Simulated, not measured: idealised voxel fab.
The process module that follows is named voxel double patterning.
Square cells of 5 nm make up the cross-section cut, whose width is 150 nm.
Notation: cross-section as square-cell grid; stated in bands, top first, going down; one or more cell rows per band.
Top, bottom (nm), then materials left to right with widths (nm); lone material tagged "edge to edge" fills the whole band edge to edge; "blank" = empty space.
Height reference: 0 = level under which incoming wafer is all one material. Lowest band: no bottom, runs on downward, e.g. "0 down".
You'd read "30..40" like this: the band's top row of cells is as wide as the first number, its bottom row is as wide as the second, and going down, every row changes width by the same amount as the row before did.
When a step is marked "no alteration", none of the cells in the cross-section changed during that step.
You'll see "Enclosed void inventory" listing empty spaces that have no way open to the top, as long as they're 8 cells or more; the notation is width x height at distance, where the distance is from the left edge, and all of it is in nm.
On each step's line, the part that comes after the settings is the simulator's own comment on the step.
"overlay nm" denotes, for a step that has a mask, the displacement of the mask to the right of its planned place, with negative values corresponding to the left.

Process steps - plan:
1. op RECEIVE | material Si
2. op CONFORMAL_DEP | material SiN | thk nm 5
3. op DIRECTIONAL_DEP | material SiO2 | thk nm 15
4. op DIRECTIONAL_DEP | material SiCN | thk nm 10
5. op PATTERN | tone open | mask id FIRST | material resist | width nm 15 | pitch nm 50 | thk nm 20 | overlay nm 0
6. op DIRECTIONAL_ETCH | etch materials SiCN | depth nm 10
7. op STRIP | etch materials resist
8. op MASKED_ETCH | tone open | mask id SECOND | width nm 15 | etch materials SiCN | depth nm 10 | overlay nm 0
9. op DIRECTIONAL_ETCH | etch materials SiO2 | depth nm 15
10. op STRIP | etch materials SiCN

Step 1 complete: cross-section of the wafer as received:
  0 down | Si edge to edge
  Enclosed void inventory: none

First wafer of two, sectioned at end of module; run went per plan:
  20 to 5 | SiO2 (40), then blank (15), then SiO2 (10), then blank (15), then SiO2 (10), then blank (15), then SiO2 (45)
  5 to 0 | SiN edge to edge
  0 down | Si edge to edge
  Enclosed void inventory: none

second wafer at the end: like start, like plan, one mistake:
  20 to 5 | SiO2 (40), then blank (15), then SiO2 (10), then blank (15), then SiO2 (10), then blank (15), then SiO2 (45)
  5 to 0 | SiO2 edge to edge
  0 down | Si edge to edge
  Enclosed void inventory: none
The plan and the run diverged here: step 2: run off-plan, actual operation and settings op CONFORMAL_DEP | material SiO2 | thk nm 5
Final wafer comparison in cells, second versus first, more or fewer per material: SiN -30, SiO2 +30
